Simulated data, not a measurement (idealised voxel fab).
Process module heading - voxel wiring stack
Section cut is 260 nm wide and gridded with 5 nm square cells.
If you're reading a cross-section in this doc, picture square cells in a grid; it comes to you as bands, top ones listed first down to the bottom, and a band can be one or more rows of cells. Per band: top height and bottom height in nm, followed by the left-to-right materials and their widths in nm; "throughout" marks a single material spanning edge to edge, "air" marks empty space. Beneath 0, the wafer as received is one material, and that level is where height counting begins. The lowest band goes on downward without a bottom; it is written like "top 0, no bottom". Note: "30->40" means the width goes from the first number (top row of the band) to the second number (bottom row) in equal steps per row of cells. Basically "no modification" means that step didn't change any cell in the cross-section. If an empty space has no open way to the top and is at least 8 cells in size, "Fully closed voids" lists it, written width x height at distance, where distance is measured from the left edge and every value is in nm. Note: text after step settings on the step line = simulator remark on that step. For masked steps, "overlay nm" on the step line gives how far right of plan the mask actually lay; a minus sign means it lay to the left.
Here's what the planned process steps look like
1: RECEIVE: material Si
2: CONFORMAL_DEP: material SiO2, thk nm 15
3: DIRECTIONAL_DEP: material TiN, thk nm 5
4: DIRECTIONAL_DEP: material Ru, thk nm 25
5: PATTERN: tone cover, mask id METAL_1, material resist, width nm 20, pitch nm 50, thk nm 20, overlay nm 0
6: DIRECTIONAL_ETCH: etch materials Ru, depth nm 25
7: DIRECTIONAL_ETCH: etch materials TiN, depth nm 5
8: STRIP: etch materials resist
9: FILL_DEP: material lowk, thk nm 10
10: CMP: height nm 45
11: CONFORMAL_DEP: material SiCN, thk nm 5
12: DIRECTIONAL_DEP: material lowk, thk nm 25
13: DIRECTIONAL_DEP: material aC, thk nm 15
14: PATTERN: tone open, mask id METAL_2_HOLES, material resist, width nm 15, thk nm 35, overlay nm 0
15: DIRECTIONAL_ETCH: etch materials aC, depth nm 15
16: STRIP: etch materials resist
17: DIRECTIONAL_ETCH: etch materials lowk, depth nm 25
18: STRIP: etch materials aC
19: PATTERN: tone open, mask id METAL_2, material resist, width nm 20, pitch nm 50, thk nm 15, overlay nm 0
20: DIRECTIONAL_ETCH: etch materials lowk, depth nm 15
21: DIRECTIONAL_ETCH: etch materials SiCN, depth nm 5
22: STRIP: etch materials resist
23: CONFORMAL_DEP: material TiN, thk nm 5
24: FILL_DEP: material Cu, thk nm 5
25: CMP: height nm 75
26: CONFORMAL_DEP: material SiCN, thk nm 5
27: DIRECTIONAL_DEP: material SiO2, thk nm 30
28: DIRECTIONAL_DEP: material aC, thk nm 15
29: PATTERN: tone open, mask id METAL_3_HOLES, material resist, width nm 15, thk nm 35, overlay nm 0
30: DIRECTIONAL_ETCH: etch materials aC, depth nm 15
31: STRIP: etch materials resist
32: DIRECTIONAL_ETCH: etch materials SiO2, depth nm 30
33: STRIP: etch materials aC
34: DIRECTIONAL_DEP: material aC, thk nm 10
35: PATTERN: tone open, mask id METAL_3, material resist, width nm 20, pitch nm 50, thk nm 30, overlay nm 0
36: DIRECTIONAL_ETCH: etch materials aC, depth nm 10
37: STRIP: etch materials resist
38: DIRECTIONAL_ETCH: etch materials SiO2, depth nm 15
39: DIRECTIONAL_ETCH: etch materials SiCN, depth nm 5
40: STRIP: etch materials aC
41: CONFORMAL_DEP: material TiN, thk nm 5
42: FILL_DEP: material Cu, thk nm 10
43: CMP: height nm 110
44: CONFORMAL_DEP: material SiCN, thk nm 5
45: DIRECTIONAL_DEP: material lowk, thk nm 15
46: MASKED_ETCH: tone open, mask id PLUG_3, width nm 15, etch materials lowk, depth nm 15, overlay nm 0
47: MASKED_ETCH: tone open, mask id PLUG_3, width nm 15, etch materials SiCN, depth nm 5, overlay nm 0
48: EPI: material Ru, thk nm 10
49: EPI: material Ru, thk nm 10
50: DIRECTIONAL_DEP: material TiN, thk nm 5
51: DIRECTIONAL_DEP: material Ru, thk nm 15
52: DIRECTIONAL_DEP: material aC, thk nm 15
53: PATTERN: tone cover, mask id METAL_4, material resist, width nm 20, pitch nm 50, thk nm 35, overlay nm 0
54: DIRECTIONAL_ETCH: etch materials aC, depth nm 15
55: STRIP: etch materials resist
56: DIRECTIONAL_ETCH: etch materials Ru, depth nm 15
57: DIRECTIONAL_ETCH: etch materials TiN, depth nm 5
58: STRIP: etch materials aC
59: FILL_DEP: material lowk, thk nm 5
60: CMP: height nm 150
61: CONFORMAL_DEP: material SiN, thk nm 5
Run as planned: first of two wafers
Wafer at receipt (post step 1), cross-section
	top 0, no bottom | Si throughout
	Fully closed voids: none
The wafer in cross-section once step 2 is complete
	top 15, bottom 0 | SiO2 throughout
	Lower than 0, everything is as it was.
The wafer in cross-section once step 3 is complete
	top 20, bottom 15 | TiN throughout
	Lower than 15, everything is as it was.
The wafer in cross-section once step 4 is complete
	top 45, bottom 20 | Ru throughout
	Lower than 20, everything is as it was.
The wafer in cross-section once step 5 is complete
	top 65, bottom 45 | air (95), then resist (20), then air (30), then resist (20), then air (95)
	Lower than 45, everything is as it was.
The wafer in cross-section once step 6 is complete
	top 65, bottom 45 | air (95), then resist (20), then air (30), then resist (20), then air (95)
	top 45, bottom 20 | air (95), then Ru (20), then air (30), then Ru (20), then air (95)
	Lower than 20, everything is as it was.
The wafer in cross-section once step 7 is complete
	top 65, bottom 45 | air (95), then resist (20), then air (30), then resist (20), then air (95)
	top 45, bottom 20 | air (95), then Ru (20), then air (30), then Ru (20), then air (95)
	top 20, bottom 15 | air (95), then TiN (20), then air (30), then TiN (20), then air (95)
	Lower than 15, everything is as it was.
The wafer in cross-section once step 8 is complete
	top 45, bottom 20 | air (95), then Ru (20), then air (30), then Ru (20), then air (95)
	Lower than 20, everything is as it was.
The wafer in cross-section once step 9 is complete
	top 55, bottom 45 | lowk throughout
	top 45, bottom 20 | lowk (95), then Ru (20), then lowk (30), then Ru (20), then lowk (95)
	top 20, bottom 15 | lowk (95), then TiN (20), then lowk (30), then TiN (20), then lowk (95)
	Lower than 15, everything is as it was.
The wafer in cross-section once step 10 is complete
	top 45, bottom 20 | lowk (95), then Ru (20), then lowk (30), then Ru (20), then lowk (95)
	Lower than 20, everything is as it was.
The wafer in cross-section once step 11 is complete
	top 50, bottom 45 | SiCN throughout
	Lower than 45, everything is as it was.
The wafer in cross-section once step 12 is complete
	top 75, bottom 50 | lowk throughout
	Lower than 50, everything is as it was.
The wafer in cross-section once step 13 is complete
	top 90, bottom 75 | aC throughout
	Lower than 75, everything is as it was.
The wafer in cross-section once step 14 is complete
	top 125, bottom 90 | resist (95), then air (15), then resist (150)
	Lower than 90, everything is as it was.
The wafer in cross-section once step 15 is complete
	top 110, bottom 90 | resist (95), then air (15), then resist (150)
	top 90, bottom 75 | aC (95), then air (15), then aC (150)
	Lower than 75, everything is as it was.
The wafer in cross-section once step 16 is complete
	top 90, bottom 75 | aC (95), then air (15), then aC (150)
	Lower than 75, everything is as it was.
The wafer in cross-section once step 17 is complete
	top 90, bottom 75 | aC (95), then air (15), then aC (150)
	top 75, bottom 50 | lowk (95), then air (15), then lowk (150)
	Lower than 50, everything is as it was.
The wafer in cross-section once step 18 is complete
	top 75, bottom 50 | lowk (95), then air (15), then lowk (150)
	Lower than 50, everything is as it was.
The wafer in cross-section once step 19 is complete
	top 90, bottom 75 | resist (95), then air (20), then resist (30), then air (20), then resist (95)
	Lower than 75, everything is as it was.
The wafer in cross-section once step 20 is complete
	top 90, bottom 75 | resist (95), then air (20), then resist (30), then air (20), then resist (95)
	top 75, bottom 60 | lowk (95), then air (20), then lowk (30), then air (20), then lowk (95)
	Lower than 60, everything is as it was.
The wafer in cross-section once step 21 is complete
	top 90, bottom 75 | resist (95), then air (20), then resist (30), then air (20), then resist (95)
	top 75, bottom 60 | lowk (95), then air (20), then lowk (30), then air (20), then lowk (95)
	top 60, bottom 50 | lowk (95), then air (15), then lowk (150)
	top 50, bottom 45 | SiCN (95), then air (15), then SiCN (150)
	Lower than 45, everything is as it was.
The wafer in cross-section once step 22 is complete
	top 75, bottom 60 | lowk (95), then air (20), then lowk (30), then air (20), then lowk (95)
	Lower than 60, everything is as it was.
The wafer in cross-section once step 23 is complete
	top 80, bottom 75 | TiN (100), then air (10), then TiN (40), then air (10), then TiN (100)
	top 75, bottom 65 | lowk (95), then TiN (5), then air (10), then TiN (5), then lowk (30), then TiN (5), then air (10), then TiN (5), then lowk (95)
	top 65, bottom 60 | lowk (95), then TiN (5), then air (5), then TiN (10), then lowk (30), then TiN (20), then lowk (95)
	top 60, bottom 50 | lowk (95), then TiN (5), then air (5), then TiN (5), then lowk (150)
	top 50, bottom 45 | SiCN (95), then TiN (15), then SiCN (150)
	Lower than 45, everything is as it was.
The wafer in cross-section once step 24 is complete
	top 85, bottom 80 | Cu throughout
	top 80, bottom 75 | TiN (100), then Cu (10), then TiN (40), then Cu (10), then TiN (100)
	top 75, bottom 65 | lowk (95), then TiN (5), then Cu (10), then TiN (5), then lowk (30), then TiN (5), then Cu (10), then TiN (5), then lowk (95)
	top 65, bottom 60 | lowk (95), then TiN (5), then Cu (5), then TiN (10), then lowk (30), then TiN (20), then lowk (95)
	top 60, bottom 50 | lowk (95), then TiN (5), then Cu (5), then TiN (5), then lowk (150)
	Lower than 50, everything is as it was.
The wafer in cross-section once step 25 is complete
	top 75, bottom 65 | lowk (95), then TiN (5), then Cu (10), then TiN (5), then lowk (30), then TiN (5), then Cu (10), then TiN (5), then lowk (95)
	Lower than 65, everything is as it was.
The wafer in cross-section once step 26 is complete
	top 80, bottom 75 | SiCN throughout
	Lower than 75, everything is as it was.
The wafer in cross-section once step 27 is complete
	top 110, bottom 80 | SiO2 throughout
	Lower than 80, everything is as it was.
The wafer in cross-section once step 28 is complete
	top 125, bottom 110 | aC throughout
	Lower than 110, everything is as it was.
The wafer in cross-section once step 29 is complete
	top 160, bottom 125 | resist (95), then air (15), then resist (150)
	Lower than 125, everything is as it was.
The wafer in cross-section once step 30 is complete
	top 145, bottom 125 | resist (95), then air (15), then resist (150)
	top 125, bottom 110 | aC (95), then air (15), then aC (150)
	Lower than 110, everything is as it was.
The wafer in cross-section once step 31 is complete
	top 125, bottom 110 | aC (95), then air (15), then aC (150)
	Lower than 110, everything is as it was.
The wafer in cross-section once step 32 is complete
	top 125, bottom 110 | aC (95), then air (15), then aC (150)
	top 110, bottom 80 | SiO2 (95), then air (15), then SiO2 (150)
	Lower than 80, everything is as it was.
The wafer in cross-section once step 33 is complete
	top 110, bottom 80 | SiO2 (95), then air (15), then SiO2 (150)
	Lower than 80, everything is as it was.
The wafer in cross-section once step 34 is complete
	top 120, bottom 110 | aC (95), then air (15), then aC (150)
	top 110, bottom 90 | SiO2 (95), then air (15), then SiO2 (150)
	top 90, bottom 80 | SiO2 (95), then aC (15), then SiO2 (150)
	Lower than 80, everything is as it was.
The wafer in cross-section once step 35 is complete
	top 150, bottom 120 | resist (95), then air (20), then resist (30), then air (20), then resist (95)
	Lower than 120, everything is as it was.
The wafer in cross-section once step 36 is complete
	top 140, bottom 120 | resist (95), then air (20), then resist (30), then air (20), then resist (95)
	top 120, bottom 110 | aC (95), then air (20), then aC (30), then air (20), then aC (95)
	top 110, bottom 80 | SiO2 (95), then air (15), then SiO2 (150)
	Lower than 80, everything is as it was.
The wafer in cross-section once step 37 is complete
	top 120, bottom 110 | aC (95), then air (20), then aC (30), then air (20), then aC (95)
	Lower than 110, everything is as it was.
The wafer in cross-section once step 38 is complete
	top 120, bottom 110 | aC (95), then air (20), then aC (30), then air (20), then aC (95)
	top 110, bottom 95 | SiO2 (95), then air (20), then SiO2 (30), then air (20), then SiO2 (95)
	Lower than 95, everything is as it was.
The wafer in cross-section once step 39 is complete
	top 120, bottom 110 | aC (95), then air (20), then aC (30), then air (20), then aC (95)
	top 110, bottom 95 | SiO2 (95), then air (20), then SiO2 (30), then air (20), then SiO2 (95)
	top 95, bottom 80 | SiO2 (95), then air (15), then SiO2 (150)
	top 80, bottom 75 | SiCN (95), then air (15), then SiCN (150)
	Lower than 75, everything is as it was.
The wafer in cross-section once step 40 is complete
	top 110, bottom 95 | SiO2 (95), then air (20), then SiO2 (30), then air (20), then SiO2 (95)
	Lower than 95, everything is as it was.
The wafer in cross-section once step 41 is complete
	top 115, bottom 110 | TiN (100), then air (10), then TiN (40), then air (10), then TiN (100)
	top 110, bottom 100 | SiO2 (95), then TiN (5), then air (10), then TiN (5), then SiO2 (30), then TiN (5), then air (10), then TiN (5), then SiO2 (95)
	top 100, bottom 95 | SiO2 (95), then TiN (5), then air (5), then TiN (10), then SiO2 (30), then TiN (20), then SiO2 (95)
	top 95, bottom 80 | SiO2 (95), then TiN (5), then air (5), then TiN (5), then SiO2 (150)
	top 80, bottom 75 | SiCN (95), then TiN (15), then SiCN (150)
	Lower than 75, everything is as it was.
The wafer in cross-section once step 42 is complete
	top 125, bottom 115 | Cu throughout
	top 115, bottom 110 | TiN (100), then Cu (10), then TiN (40), then Cu (10), then TiN (100)
	top 110, bottom 100 | SiO2 (95), then TiN (5), then Cu (10), then TiN (5), then SiO2 (30), then TiN (5), then Cu (10), then TiN (5), then SiO2 (95)
	top 100, bottom 95 | SiO2 (95), then TiN (5), then Cu (5), then TiN (10), then SiO2 (30), then TiN (20), then SiO2 (95)
	top 95, bottom 80 | SiO2 (95), then TiN (5), then Cu (5), then TiN (5), then SiO2 (150)
	Lower than 80, everything is as it was.
The wafer in cross-section once step 43 is complete
	top 110, bottom 100 | SiO2 (95), then TiN (5), then Cu (10), then TiN (5), then SiO2 (30), then TiN (5), then Cu (10), then TiN (5), then SiO2 (95)
	Lower than 100, everything is as it was.
The wafer in cross-section once step 44 is complete
	top 115, bottom 110 | SiCN throughout
	Lower than 110, everything is as it was.
The wafer in cross-section once step 45 is complete
	top 130, bottom 115 | lowk throughout
	Lower than 115, everything is as it was.
The wafer in cross-section once step 46 is complete
	top 130, bottom 115 | lowk (95), then air (15), then lowk (150)
	Lower than 115, everything is as it was.
The wafer in cross-section once step 47 is complete
	top 130, bottom 115 | lowk (95), then air (15), then lowk (150)
	top 115, bottom 110 | SiCN (95), then air (15), then SiCN (150)
	Lower than 110, everything is as it was.
The wafer in cross-section once step 48 is complete
	top 130, bottom 120 | lowk (95), then air (15), then lowk (150)
	top 120, bottom 115 | lowk (95), then Ru (15), then lowk (150)
	top 115, bottom 110 | SiCN (95), then Ru (15), then SiCN (150)
	Lower than 110, everything is as it was.
The wafer in cross-section once step 49 is complete
	top 130, bottom 115 | lowk (95), then Ru (15), then lowk (150)
	Lower than 115, everything is as it was.
The wafer in cross-section once step 50 is complete
	top 135, bottom 130 | TiN throughout
	Lower than 130, everything is as it was.
The wafer in cross-section once step 51 is complete
	top 150, bottom 135 | Ru throughout
	Lower than 135, everything is as it was.
The wafer in cross-section once step 52 is complete
	top 165, bottom 150 | aC throughout
	Lower than 150, everything is as it was.
The wafer in cross-section once step 53 is complete
	top 200, bottom 165 | air (95), then resist (20), then air (30), then resist (20), then air (95)
	Lower than 165, everything is as it was.
The wafer in cross-section once step 54 is complete
	top 185, bottom 165 | air (95), then resist (20), then air (30), then resist (20), then air (95)
	top 165, bottom 150 | air (95), then aC (20), then air (30), then aC (20), then air (95)
	Lower than 150, everything is as it was.
The wafer in cross-section once step 55 is complete
	top 165, bottom 150 | air (95), then aC (20), then air (30), then aC (20), then air (95)
	Lower than 150, everything is as it was.
The wafer in cross-section once step 56 is complete
	top 165, bottom 150 | air (95), then aC (20), then air (30), then aC (20), then air (95)
	top 150, bottom 135 | air (95), then Ru (20), then air (30), then Ru (20), then air (95)
	Lower than 135, everything is as it was.
The wafer in cross-section once step 57 is complete
	top 165, bottom 150 | air (95), then aC (20), then air (30), then aC (20), then air (95)
	top 150, bottom 135 | air (95), then Ru (20), then air (30), then Ru (20), then air (95)
	top 135, bottom 130 | air (95), then TiN (20), then air (30), then TiN (20), then air (95)
	Lower than 130, everything is as it was.
The wafer in cross-section once step 58 is complete
	top 150, bottom 135 | air (95), then Ru (20), then air (30), then Ru (20), then air (95)
	Lower than 135, everything is as it was.
The wafer in cross-section once step 59 is complete
	top 155, bottom 150 | lowk throughout
	top 150, bottom 135 | lowk (95), then Ru (20), then lowk (30), then Ru (20), then lowk (95)
	top 135, bottom 130 | lowk (95), then TiN (20), then lowk (30), then TiN (20), then lowk (95)
	Lower than 130, everything is as it was.
The wafer in cross-section once step 60 is complete
	top 150, bottom 135 | lowk (95), then Ru (20), then lowk (30), then Ru (20), then lowk (95)
	Lower than 135, everything is as it was.
The wafer in cross-section once step 61 is complete
	top 155, bottom 150 | SiN throughout
	Lower than 150, everything is as it was.
The second wafer was prepared from the same starting point and under the same plan as the first; its processing contained one mistake, and it remains indistinguishable from the first wafer up to and including step 1
Here is the second wafer in cross-section at the point where step 2 of the plan should have been done
	top 30, bottom 0 | SiO2 throughout
	Lower than 0, everything is as it was.
Here is the second wafer in cross-section at the point where step 3 of the plan should have been done
	top 35, bottom 30 | TiN throughout
	Lower than 30, everything is as it was.
Here is the second wafer in cross-section at the point where step 4 of the plan should have been done
	top 60, bottom 35 | Ru throughout
	Lower than 35, everything is as it was.
Here is the second wafer in cross-section at the point where step 5 of the plan should have been done
	top 80, bottom 60 | air (95), then resist (20), then air (30), then resist (20), then air (95)
	Lower than 60, everything is as it was.
Here is the second wafer in cross-section at the point where step 6 of the plan should have been done
	top 80, bottom 60 | air (95), then resist (20), then air (30), then resist (20), then air (95)
	top 60, bottom 35 | air (95), then Ru (20), then air (30), then Ru (20), then air (95)
	Lower than 35, everything is as it was.
Here is the second wafer in cross-section at the point where step 7 of the plan should have been done
	top 80, bottom 60 | air (95), then resist (20), then air (30), then resist (20), then air (95)
	top 60, bottom 35 | air (95), then Ru (20), then air (30), then Ru (20), then air (95)
	top 35, bottom 30 | air (95), then TiN (20), then air (30), then TiN (20), then air (95)
	Lower than 30, everything is as it was.
Here is the second wafer in cross-section at the point where step 8 of the plan should have been done
	top 60, bottom 35 | air (95), then Ru (20), then air (30), then Ru (20), then air (95)
	Lower than 35, everything is as it was.
Here is the second wafer in cross-section at the point where step 9 of the plan should have been done
	top 70, bottom 60 | lowk throughout
	top 60, bottom 35 | lowk (95), then Ru (20), then lowk (30), then Ru (20), then lowk (95)
	top 35, bottom 30 | lowk (95), then TiN (20), then lowk (30), then TiN (20), then lowk (95)
	Lower than 30, everything is as it was.
Here is the second wafer in cross-section at the point where step 10 of the plan should have been done
	top 45, bottom 35 | lowk (95), then Ru (20), then lowk (30), then Ru (20), then lowk (95)
	Lower than 35, everything is as it was.
Here is the second wafer in cross-section at the point where step 11 of the plan should have been done
	top 50, bottom 45 | SiCN throughout
	Lower than 45, everything is as it was.
Here is the second wafer in cross-section at the point where step 12 of the plan should have been done
	top 75, bottom 50 | lowk throughout
	Lower than 50, everything is as it was.
Here is the second wafer in cross-section at the point where step 13 of the plan should have been done
	top 90, bottom 75 | aC throughout
	Lower than 75, everything is as it was.
Here is the second wafer in cross-section at the point where step 14 of the plan should have been done
	top 125, bottom 90 | resist (95), then air (15), then resist (150)
	Lower than 90, everything is as it was.
Here is the second wafer in cross-section at the point where step 15 of the plan should have been done
	top 110, bottom 90 | resist (95), then air (15), then resist (150)
	top 90, bottom 75 | aC (95), then air (15), then aC (150)
	Lower than 75, everything is as it was.
Here is the second wafer in cross-section at the point where step 16 of the plan should have been done
	top 90, bottom 75 | aC (95), then air (15), then aC (150)
	Lower than 75, everything is as it was.
Here is the second wafer in cross-section at the point where step 17 of the plan should have been done
	top 90, bottom 75 | aC (95), then air (15), then aC (150)
	top 75, bottom 50 | lowk (95), then air (15), then lowk (150)
	Lower than 50, everything is as it was.
Here is the second wafer in cross-section at the point where step 18 of the plan should have been done
	top 75, bottom 50 | lowk (95), then air (15), then lowk (150)
	Lower than 50, everything is as it was.
Here is the second wafer in cross-section at the point where step 19 of the plan should have been done
	top 90, bottom 75 | resist (95), then air (20), then resist (30), then air (20), then resist (95)
	Lower than 75, everything is as it was.
Here is the second wafer in cross-section at the point where step 20 of the plan should have been done
	top 90, bottom 75 | resist (95), then air (20), then resist (30), then air (20), then resist (95)
	top 75, bottom 60 | lowk (95), then air (20), then lowk (30), then air (20), then lowk (95)
	Lower than 60, everything is as it was.
Here is the second wafer in cross-section at the point where step 21 of the plan should have been done
	top 90, bottom 75 | resist (95), then air (20), then resist (30), then air (20), then resist (95)
	top 75, bottom 60 | lowk (95), then air (20), then lowk (30), then air (20), then lowk (95)
	top 60, bottom 50 | lowk (95), then air (15), then lowk (150)
	top 50, bottom 45 | SiCN (95), then air (15), then SiCN (150)
	Lower than 45, everything is as it was.
Here is the second wafer in cross-section at the point where step 22 of the plan should have been done
	top 75, bottom 60 | lowk (95), then air (20), then lowk (30), then air (20), then lowk (95)
	Lower than 60, everything is as it was.
Here is the second wafer in cross-section at the point where step 23 of the plan should have been done
	top 80, bottom 75 | TiN (100), then air (10), then TiN (40), then air (10), then TiN (100)
	top 75, bottom 65 | lowk (95), then TiN (5), then air (10), then TiN (5), then lowk (30), then TiN (5), then air (10), then TiN (5), then lowk (95)
	top 65, bottom 60 | lowk (95), then TiN (5), then air (5), then TiN (10), then lowk (30), then TiN (20), then lowk (95)
	top 60, bottom 50 | lowk (95), then TiN (5), then air (5), then TiN (5), then lowk (150)
	top 50, bottom 45 | SiCN (95), then TiN (15), then SiCN (150)
	Lower than 45, everything is as it was.
Here is the second wafer in cross-section at the point where step 24 of the plan should have been done
	top 85, bottom 80 | Cu throughout
	top 80, bottom 75 | TiN (100), then Cu (10), then TiN (40), then Cu (10), then TiN (100)
	top 75, bottom 65 | lowk (95), then TiN (5), then Cu (10), then TiN (5), then lowk (30), then TiN (5), then Cu (10), then TiN (5), then lowk (95)
	top 65, bottom 60 | lowk (95), then TiN (5), then Cu (5), then TiN (10), then lowk (30), then TiN (20), then lowk (95)
	top 60, bottom 50 | lowk (95), then TiN (5), then Cu (5), then TiN (5), then lowk (150)
	Lower than 50, everything is as it was.
Here is the second wafer in cross-section at the point where step 25 of the plan should have been done
	top 75, bottom 65 | lowk (95), then TiN (5), then Cu (10), then TiN (5), then lowk (30), then TiN (5), then Cu (10), then TiN (5), then lowk (95)
	Lower than 65, everything is as it was.
Here is the second wafer in cross-section at the point where step 26 of the plan should have been done
	top 80, bottom 75 | SiCN throughout
	Lower than 75, everything is as it was.
Here is the second wafer in cross-section at the point where step 27 of the plan should have been done
	top 110, bottom 80 | SiO2 throughout
	Lower than 80, everything is as it was.
Here is the second wafer in cross-section at the point where step 28 of the plan should have been done
	top 125, bottom 110 | aC throughout
	Lower than 110, everything is as it was.
Here is the second wafer in cross-section at the point where step 29 of the plan should have been done
	top 160, bottom 125 | resist (95), then air (15), then resist (150)
	Lower than 125, everything is as it was.
Here is the second wafer in cross-section at the point where step 30 of the plan should have been done
	top 145, bottom 125 | resist (95), then air (15), then resist (150)
	top 125, bottom 110 | aC (95), then air (15), then aC (150)
	Lower than 110, everything is as it was.
Here is the second wafer in cross-section at the point where step 31 of the plan should have been done
	top 125, bottom 110 | aC (95), then air (15), then aC (150)
	Lower than 110, everything is as it was.
Here is the second wafer in cross-section at the point where step 32 of the plan should have been done
	top 125, bottom 110 | aC (95), then air (15), then aC (150)
	top 110, bottom 80 | SiO2 (95), then air (15), then SiO2 (150)
	Lower than 80, everything is as it was.
Here is the second wafer in cross-section at the point where step 33 of the plan should have been done
	top 110, bottom 80 | SiO2 (95), then air (15), then SiO2 (150)
	Lower than 80, everything is as it was.
Here is the second wafer in cross-section at the point where step 34 of the plan should have been done
	top 120, bottom 110 | aC (95), then air (15), then aC (150)
	top 110, bottom 90 | SiO2 (95), then air (15), then SiO2 (150)
	top 90, bottom 80 | SiO2 (95), then aC (15), then SiO2 (150)
	Lower than 80, everything is as it was.
Here is the second wafer in cross-section at the point where step 35 of the plan should have been done
	top 150, bottom 120 | resist (95), then air (20), then resist (30), then air (20), then resist (95)
	Lower than 120, everything is as it was.
Here is the second wafer in cross-section at the point where step 36 of the plan should have been done
	top 140, bottom 120 | resist (95), then air (20), then resist (30), then air (20), then resist (95)
	top 120, bottom 110 | aC (95), then air (20), then aC (30), then air (20), then aC (95)
	top 110, bottom 80 | SiO2 (95), then air (15), then SiO2 (150)
	Lower than 80, everything is as it was.
Here is the second wafer in cross-section at the point where step 37 of the plan should have been done
	top 120, bottom 110 | aC (95), then air (20), then aC (30), then air (20), then aC (95)
	Lower than 110, everything is as it was.
Here is the second wafer in cross-section at the point where step 38 of the plan should have been done
	top 120, bottom 110 | aC (95), then air (20), then aC (30), then air (20), then aC (95)
	top 110, bottom 95 | SiO2 (95), then air (20), then SiO2 (30), then air (20), then SiO2 (95)
	Lower than 95, everything is as it was.
Here is the second wafer in cross-section at the point where step 39 of the plan should have been done
	top 120, bottom 110 | aC (95), then air (20), then aC (30), then air (20), then aC (95)
	top 110, bottom 95 | SiO2 (95), then air (20), then SiO2 (30), then air (20), then SiO2 (95)
	top 95, bottom 80 | SiO2 (95), then air (15), then SiO2 (150)
	top 80, bottom 75 | SiCN (95), then air (15), then SiCN (150)
	Lower than 75, everything is as it was.
Here is the second wafer in cross-section at the point where step 40 of the plan should have been done
	top 110, bottom 95 | SiO2 (95), then air (20), then SiO2 (30), then air (20), then SiO2 (95)
	Lower than 95, everything is as it was.
Here is the second wafer in cross-section at the point where step 41 of the plan should have been done
	top 115, bottom 110 | TiN (100), then air (10), then TiN (40), then air (10), then TiN (100)
	top 110, bottom 100 | SiO2 (95), then TiN (5), then air (10), then TiN (5), then SiO2 (30), then TiN (5), then air (10), then TiN (5), then SiO2 (95)
	top 100, bottom 95 | SiO2 (95), then TiN (5), then air (5), then TiN (10), then SiO2 (30), then TiN (20), then SiO2 (95)
	top 95, bottom 80 | SiO2 (95), then TiN (5), then air (5), then TiN (5), then SiO2 (150)
	top 80, bottom 75 | SiCN (95), then TiN (15), then SiCN (150)
	Lower than 75, everything is as it was.
Here is the second wafer in cross-section at the point where step 42 of the plan should have been done
	top 125, bottom 115 | Cu throughout
	top 115, bottom 110 | TiN (100), then Cu (10), then TiN (40), then Cu (10), then TiN (100)
	top 110, bottom 100 | SiO2 (95), then TiN (5), then Cu (10), then TiN (5), then SiO2 (30), then TiN (5), then Cu (10), then TiN (5), then SiO2 (95)
	top 100, bottom 95 | SiO2 (95), then TiN (5), then Cu (5), then TiN (10), then SiO2 (30), then TiN (20), then SiO2 (95)
	top 95, bottom 80 | SiO2 (95), then TiN (5), then Cu (5), then TiN (5), then SiO2 (150)
	Lower than 80, everything is as it was.
Here is the second wafer in cross-section at the point where step 43 of the plan should have been done
	top 110, bottom 100 | SiO2 (95), then TiN (5), then Cu (10), then TiN (5), then SiO2 (30), then TiN (5), then Cu (10), then TiN (5), then SiO2 (95)
	Lower than 100, everything is as it was.
Here is the second wafer in cross-section at the point where step 44 of the plan should have been done
	top 115, bottom 110 | SiCN throughout
	Lower than 110, everything is as it was.
Here is the second wafer in cross-section at the point where step 45 of the plan should have been done
	top 130, bottom 115 | lowk throughout
	Lower than 115, everything is as it was.
Here is the second wafer in cross-section at the point where step 46 of the plan should have been done
	top 130, bottom 115 | lowk (95), then air (15), then lowk (150)
	Lower than 115, everything is as it was.
Here is the second wafer in cross-section at the point where step 47 of the plan should have been done
	top 130, bottom 115 | lowk (95), then air (15), then lowk (150)
	top 115, bottom 110 | SiCN (95), then air (15), then SiCN (150)
	Lower than 110, everything is as it was.
Here is the second wafer in cross-section at the point where step 48 of the plan should have been done
	top 130, bottom 120 | lowk (95), then air (15), then lowk (150)
	top 120, bottom 115 | lowk (95), then Ru (15), then lowk (150)
	top 115, bottom 110 | SiCN (95), then Ru (15), then SiCN (150)
	Lower than 110, everything is as it was.
Here is the second wafer in cross-section at the point where step 49 of the plan should have been done
	top 130, bottom 115 | lowk (95), then Ru (15), then lowk (150)
	Lower than 115, everything is as it was.
Here is the second wafer in cross-section at the point where step 50 of the plan should have been done
	top 135, bottom 130 | TiN throughout
	Lower than 130, everything is as it was.
Here is the second wafer in cross-section at the point where step 51 of the plan should have been done
	top 150, bottom 135 | Ru throughout
	Lower than 135, everything is as it was.
Here is the second wafer in cross-section at the point where step 52 of the plan should have been done
	top 165, bottom 150 | aC throughout
	Lower than 150, everything is as it was.
Here is the second wafer in cross-section at the point where step 53 of the plan should have been done
	top 200, bottom 165 | air (95), then resist (20), then air (30), then resist (20), then air (95)
	Lower than 165, everything is as it was.
Here is the second wafer in cross-section at the point where step 54 of the plan should have been done
	top 185, bottom 165 | air (95), then resist (20), then air (30), then resist (20), then air (95)
	top 165, bottom 150 | air (95), then aC (20), then air (30), then aC (20), then air (95)
	Lower than 150, everything is as it was.
Here is the second wafer in cross-section at the point where step 55 of the plan should have been done
	top 165, bottom 150 | air (95), then aC (20), then air (30), then aC (20), then air (95)
	Lower than 150, everything is as it was.
Here is the second wafer in cross-section at the point where step 56 of the plan should have been done
	top 165, bottom 150 | air (95), then aC (20), then air (30), then aC (20), then air (95)
	top 150, bottom 135 | air (95), then Ru (20), then air (30), then Ru (20), then air (95)
	Lower than 135, everything is as it was.
Here is the second wafer in cross-section at the point where step 57 of the plan should have been done
	top 165, bottom 150 | air (95), then aC (20), then air (30), then aC (20), then air (95)
	top 150, bottom 135 | air (95), then Ru (20), then air (30), then Ru (20), then air (95)
	top 135, bottom 130 | air (95), then TiN (20), then air (30), then TiN (20), then air (95)
	Lower than 130, everything is as it was.
Here is the second wafer in cross-section at the point where step 58 of the plan should have been done
	top 150, bottom 135 | air (95), then Ru (20), then air (30), then Ru (20), then air (95)
	Lower than 135, everything is as it was.
Here is the second wafer in cross-section at the point where step 59 of the plan should have been done
	top 155, bottom 150 | lowk throughout
	top 150, bottom 135 | lowk (95), then Ru (20), then lowk (30), then Ru (20), then lowk (95)
	top 135, bottom 130 | lowk (95), then TiN (20), then lowk (30), then TiN (20), then lowk (95)
	Lower than 130, everything is as it was.
Here is the second wafer in cross-section at the point where step 60 of the plan should have been done
	top 150, bottom 135 | lowk (95), then Ru (20), then lowk (30), then Ru (20), then lowk (95)
	Lower than 135, everything is as it was.
Here is the second wafer in cross-section at the point where step 61 of the plan should have been done
	top 155, bottom 150 | SiN throughout
	Lower than 150, everything is as it was.
Misprocessing identified: execution of plan step 2 occurred twice
at the end the second wafer has, in cells: Ru: 24 fewer | SiO2: 156 more | lowk: 132 fewer
